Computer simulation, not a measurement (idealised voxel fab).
process module | voxel capacitor over wiring
cross-section cut | 230 nm wide | cells 5 nm
A cross-section is a grid of square cells, given in bands from the top down. A band is one or more rows of cells.
Each band's line starts with the height of the band's top and of its bottom, in nm. Then come its materials from left to right, each with its width in nm. One material with "throughout" fills the band from edge to edge. "air" is empty space.
Height 0 is the level under which the wafer as received is all one material. The lowest band goes on downwards, as in "0 down".
A width such as "30 to 40" changes by the same amount from each row of cells to the next, from the band's top row to its bottom row.
"no change" after a step means that no cell of the cross-section changed.
closed voids: empty space of 8 cells or more with no open way to the top, each as width x height at its distance from the left edge, in nm
after a step's settings: what the simulator itself notes on the step
overlay nm, on a step with a mask: how far to the right of its planned place the mask lay; to the left if negative
plan
1 op RECEIVE | material Si
2 op CONFORMAL_DEP | material SiO2 | thk nm 15
3 op DIRECTIONAL_DEP | material TiN | thk nm 5
4 op DIRECTIONAL_DEP | material Ru | thk nm 20
5 op PATTERN | tone cover | mask id METAL_1 | material resist | width nm 30 | pitch nm 80 | thk nm 20 | overlay nm 0
6 op DIRECTIONAL_ETCH | etch materials Ru | depth nm 20
7 op DIRECTIONAL_ETCH | etch materials TiN | depth nm 5
8 op STRIP | etch materials resist
9 op CONFORMAL_DEP | material SiN | thk nm 5
10 op FILL_DEP | material lowk | thk nm 10
11 op CMP | height nm 40
12 op CONFORMAL_DEP | material SiCN | thk nm 5
13 op DIRECTIONAL_DEP | material lowk | thk nm 15
14 op MASKED_ETCH | tone open | mask id PLUG_1 | width nm 15 | etch materials lowk | depth nm 15 | overlay nm 0
15 op MASKED_ETCH | tone open | mask id PLUG_1 | width nm 15 | etch materials SiCN | depth nm 5 | overlay nm 0
16 op CONFORMAL_DEP | material TiN | thk nm 5
17 op FILL_DEP | material W | thk nm 5
18 op CMP | height nm 60
19 op DIRECTIONAL_DEP | material TiN | thk nm 5
20 op DIRECTIONAL_DEP | material HfO2 | thk nm 5
21 op DIRECTIONAL_DEP | material TiN | thk nm 5
22 op PATTERN | tone cover | mask id UPPER_PLATE | material resist | width nm 55 | thk nm 20 | overlay nm 0
23 op DIRECTIONAL_ETCH | etch materials TiN | depth nm 5
24 op DIRECTIONAL_ETCH | etch materials HfO2 | depth nm 5
25 op STRIP | etch materials resist
26 op DIRECTIONAL_DEP | material aC | thk nm 15
27 op PATTERN | tone cover | mask id LOWER_PLATE | material resist | width nm 65 | thk nm 30 | overlay nm 0
28 op DIRECTIONAL_ETCH | etch materials aC | depth nm 15
29 op STRIP | etch materials resist
30 op DIRECTIONAL_ETCH | etch materials TiN | depth nm 5
31 op STRIP | etch materials aC
32 op FILL_DEP | material SiO2 | thk nm 15
33 op CMP | height nm 85
34 op DIRECTIONAL_DEP | material aC | thk nm 10
35 op PATTERN | tone open | mask id PLUG_2 | material resist | width nm 15 | thk nm 30 | overlay nm 0
36 op DIRECTIONAL_ETCH | etch materials aC | depth nm 10
37 op STRIP | etch materials resist
38 op DIRECTIONAL_ETCH | etch materials SiO2 | depth nm 10
39 op STRIP | etch materials aC
40 op CONFORMAL_DEP | material TiN | thk nm 5
41 op FILL_DEP | material W | thk nm 10
42 op CMP | height nm 85
43 op CONFORMAL_DEP | material SiCN | thk nm 5
as received, after step 1
  0 down: Si throughout
  closed voids: none
first wafer at the end, as planned
  90 to 85: SiCN throughout
  85 to 80: SiO2 85 | TiN 5 | W 5 | TiN 5 | SiO2 130
  80 to 70: SiO2 85 to 75 | TiN 15 to 55 | SiO2 130 to 100
  70 to 65: SiO2 75 | HfO2 55 | SiO2 100
  65 to 60: SiO2 70 | TiN 65 | SiO2 95
  60 to 45: lowk 75 | TiN 5 | W 5 | TiN 5 | lowk 140
  45 to 40: SiCN 75 | TiN 15 | SiCN 140
  40 to 20: lowk 55 | SiN 5 | Ru 30 | SiN 5 | lowk 40 | SiN 5 | Ru 30 | SiN 5 | lowk 55
  20 to 15: SiN 60 | TiN 30 | SiN 50 | TiN 30 | SiN 60
  15 to 0: SiO2 throughout
  0 down: Si throughout
  closed voids: none
second wafer at the end: like start, like plan, one mistake
  90 to 85: SiCN throughout
  85 to 80: SiO2 85 | TiN 5 | W 5 | TiN 5 | SiO2 130
  80 to 70: SiO2 85 to 75 | TiN 15 to 55 | SiO2 130 to 100
  70 to 65: SiO2 75 | HfO2 55 | SiO2 100
  65 to 60: SiO2 70 | TiN 65 | SiO2 95
  60 to 45: lowk 75 | TiN 5 | W 5 | TiN 5 | lowk 140
  45 to 40: SiCN 75 | TiN 15 | SiCN 140
  40 to 20: Ru 55 | SiN 5 | Ru 30 | SiN 5 | Ru 40 | SiN 5 | Ru 30 | SiN 5 | Ru 55
  20 to 15: SiN 60 | TiN 30 | SiN 50 | TiN 30 | SiN 60
  15 to 0: SiO2 throughout
  0 down: Si throughout
  closed voids: none
what went wrong: step 10 ran as: op FILL_DEP | material Ru | thk nm 10
at the end the second wafer has, in cells: 120 more of Ru | 120 fewer of lowk
